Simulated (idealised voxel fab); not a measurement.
process module | voxel plated lines
cross-section cut | 230 nm wide | cells 5 nm
A cross-section is a grid of square cells, given in bands from the top down. A band is one or more rows of cells.
Each band's line starts with the height of the band's top and of its bottom, in nm. Then come its materials from left to right, each with its width in nm. One material with "throughout" fills the band from edge to edge. "air" is empty space.
Height 0 is the level under which the wafer as received is all one material. The lowest band goes on downwards, as in "0 down".
A width such as "30 to 40" changes by the same amount from each row of cells to the next, from the band's top row to its bottom row.
"no change" after a step means that no cell of the cross-section changed.
closed voids: empty space of 8 cells or more with no open way to the top, each as width x height at its distance from the left edge, in nm
after a step's settings: what the simulator itself notes on the step
overlay nm, on a step with a mask: how far to the right of its planned place the mask lay; to the left if negative
plan
1 op RECEIVE | material Si
2 op CONFORMAL_DEP | material SiN | thk nm 5
3 op DIRECTIONAL_DEP | material TiN | thk nm 5
4 op PATTERN | tone open | mask id LINES | material resist | width nm 20 | pitch nm 50 | thk nm 25 | overlay nm 0
5 op EPI | material Ru | thk nm 10
6 op EPI | material Ru | thk nm 5
7 op STRIP | etch materials resist
8 op DIRECTIONAL_ETCH | etch materials TiN | depth nm 5
9 op CONFORMAL_DEP | material SiCN | thk nm 10
as received, after step 1
  0 down: Si throughout
  closed voids: none
first wafer at the end, as planned
  35 to 25: air 70 | SiCN 40 | air 10 | SiCN 40 | air 70
  25 to 15: air 70 | SiCN 10 | Ru 20 | SiCN 10 | air 10 | SiCN 10 | Ru 20 | SiCN 10 | air 70
  15 to 10: SiCN 80 | Ru 20 | SiCN 30 | Ru 20 | SiCN 80
  10 to 5: SiCN 80 | TiN 20 | SiCN 30 | TiN 20 | SiCN 80
  5 to 0: SiN throughout
  0 down: Si throughout
  closed voids: none
second wafer at the end: like start, like plan, one mistake
  35 to 25: air 70 | SiCN 40 | air 10 | SiCN 40 | air 70
  25 to 20: air 70 | SiCN 10 | Ru 20 | SiCN 10 | air 10 | SiCN 10 | Ru 20 | SiCN 10 | air 70
  20 to 10: SiCN 80 | Ru 20 | SiCN 30 | Ru 20 | SiCN 80
  10 to 5: Ru throughout
  5 to 0: SiN throughout
  0 down: Si throughout
  closed voids: none
what went wrong: step 3 ran as: op DIRECTIONAL_DEP | material Ru | thk nm 5
at the end the second wafer has, in cells: 46 more of Ru | 8 fewer of SiCN | 8 fewer of TiN
